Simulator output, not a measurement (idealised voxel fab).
process module | voxel tone inversion
cross-section cut | 285 nm wide | cells 5 nm
A cross-section is a grid of square cells, given in bands from the top down. A band is one or more rows of cells.
Each band's line starts with the height of the band's top and of its bottom, in nm. Then come its materials from left to right, each with its width in nm. One material with "throughout" fills the band from edge to edge. "air" is empty space.
Height 0 is the level under which the wafer as received is all one material. The lowest band goes on downwards, as in "0 down".
A width such as "30 to 40" changes by the same amount from each row of cells to the next, from the band's top row to its bottom row.
"no change" after a step means that no cell of the cross-section changed.
closed voids: empty space of 8 cells or more with no open way to the top, each as width x height at its distance from the left edge, in nm
after a step's settings: what the simulator itself notes on the step
overlay nm, on a step with a mask: how far to the right of its planned place the mask lay; to the left if negative
plan
1 op RECEIVE | material Si
2 op CONFORMAL_DEP | material SiCN | thk nm 5
3 op DIRECTIONAL_DEP | material aC | thk nm 20
4 op PATTERN | tone cover | mask id POSTS | material resist | width nm 25 | pitch nm 50 | thk nm 30 | overlay nm 0
5 op DIRECTIONAL_ETCH | etch materials aC | depth nm 20
6 op STRIP | etch materials resist
7 op FILL_DEP | material lowk | thk nm 10
8 op CMP | height nm 25
9 op STRIP | etch materials aC
10 op CONFORMAL_DEP | material TiN | thk nm 5
11 op FILL_DEP | material Ru | thk nm 10
12 op CMP | height nm 25
13 op CONFORMAL_DEP | material SiCN | thk nm 5
as received, after step 1
  0 down: Si throughout
  closed voids: none
a wafer at the end: this start, this plan, one mistake
  30 to 25: SiCN throughout
  25 to 5: Ru throughout
  5 to 0: SiCN throughout
  0 down: Si throughout
  closed voids: none
what went wrong: step 3 ran as: op DIRECTIONAL_DEP | material Ru | thk nm 20
